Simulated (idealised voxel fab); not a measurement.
process module | voxel capacitor over wiring
cross-section cut | 180 nm wide | cells 5 nm
A cross-section is a grid of square cells, given in bands from the top down. A band is one or more rows of cells.
Each band's line starts with the height of the band's top and of its bottom, in nm. Then come its materials from left to right, each with its width in nm. One material with "throughout" fills the band from edge to edge. "air" is empty space.
Height 0 is the level under which the wafer as received is all one material. The lowest band goes on downwards, as in "0 down".
A width such as "30 to 40" changes by the same amount from each row of cells to the next, from the band's top row to its bottom row.
"no change" after a step means that no cell of the cross-section changed.
closed voids: empty space of 8 cells or more with no open way to the top, each as width x height at its distance from the left edge, in nm
after a step's settings: what the simulator itself notes on the step
overlay nm, on a step with a mask: how far to the right of its planned place the mask lay; to the left if negative
plan
1 op RECEIVE | material Si
2 op CONFORMAL_DEP | material SiO2 | thk nm 10
3 op CONFORMAL_DEP | material SiCN | thk nm 5
4 op DIRECTIONAL_DEP | material lowk | thk nm 20
5 op MASKED_ETCH | tone open | mask id METAL_1 | width nm 25 | pitch nm 95 | etch materials lowk | depth nm 20 | overlay nm 0
6 op MASKED_ETCH | tone open | mask id METAL_1 | width nm 25 | pitch nm 95 | etch materials SiCN | depth nm 5 | overlay nm 0
7 op CONFORMAL_DEP | material TiN | thk nm 5
8 op FILL_DEP | material Cu | thk nm 5
9 op CMP | height nm 25
10 op CONFORMAL_DEP | material SiCN | thk nm 5
11 op DIRECTIONAL_DEP | material SiO2 | thk nm 20
12 op MASKED_ETCH | tone open | mask id PLUG_1 | width nm 15 | etch materials SiO2 | depth nm 20 | overlay nm 0
13 op MASKED_ETCH | tone open | mask id PLUG_1 | width nm 15 | etch materials SiCN | depth nm 5 | overlay nm 0
14 op CONFORMAL_DEP | material TiN | thk nm 5
15 op FILL_DEP | material W | thk nm 10
16 op CMP | height nm 60
17 op DIRECTIONAL_DEP | material TiN | thk nm 10
18 op DIRECTIONAL_DEP | material SiN | thk nm 5
19 op DIRECTIONAL_DEP | material TiN | thk nm 5
20 op DIRECTIONAL_DEP | material aC | thk nm 15
21 op PATTERN | tone cover | mask id UPPER_PLATE | material resist | width nm 75 | thk nm 30 | overlay nm 0
22 op DIRECTIONAL_ETCH | etch materials aC | depth nm 15
23 op STRIP | etch materials resist
24 op DIRECTIONAL_ETCH | etch materials TiN | depth nm 5
25 op DIRECTIONAL_ETCH | etch materials SiN | depth nm 5
26 op STRIP | etch materials aC
27 op PATTERN | tone cover | mask id LOWER_PLATE | material resist | width nm 85 | thk nm 15 | overlay nm 0
28 op DIRECTIONAL_ETCH | etch materials TiN | depth nm 10
29 op STRIP | etch materials resist
30 op FILL_DEP | material SiO2 | thk nm 15
31 op CMP | height nm 90
32 op DIRECTIONAL_DEP | material aC | thk nm 15
33 op PATTERN | tone open | mask id PLUG_2 | material resist | width nm 15 | thk nm 35 | overlay nm 0
34 op DIRECTIONAL_ETCH | etch materials aC | depth nm 15
35 op STRIP | etch materials resist
36 op DIRECTIONAL_ETCH | etch materials SiO2 | depth nm 10
37 op STRIP | etch materials aC
38 op CONFORMAL_DEP | material TiN | thk nm 5
39 op FILL_DEP | material W | thk nm 10
40 op CMP | height nm 90
41 op CONFORMAL_DEP | material SiCN | thk nm 5
varied across the wafers: height nm of step 9. The plan shows the first wafer's value. All wafers start alike
first wafer as received, after step 1
  0 down: Si throughout
  closed voids: none
each wafer at the end: cells of each material gained (+) or lost (-) since it was received, then its closed voids
height nm 25 | +12 Cu | +95 SiCN | +15 SiN | +350 SiO2 | +118 TiN | +42 W | +52 lowk | closed voids: none
height nm 30 | +18 Cu | +95 SiCN | +15 SiN | +350 SiO2 | +122 TiN | +6 W | +78 lowk | closed voids: none
height nm 35 | +24 Cu | +95 SiCN | +15 SiN | +350 SiO2 | +91 TiN | +5 W | +104 lowk | closed voids: none
height nm 40 | +30 Cu | +95 SiCN | +15 SiN | +317 SiO2 | +119 TiN | +4 W | +104 lowk | closed voids: none
height nm 45 | +66 Cu | +95 SiCN | +15 SiN | +284 SiO2 | +117 TiN | +3 W | +104 lowk | closed voids: none
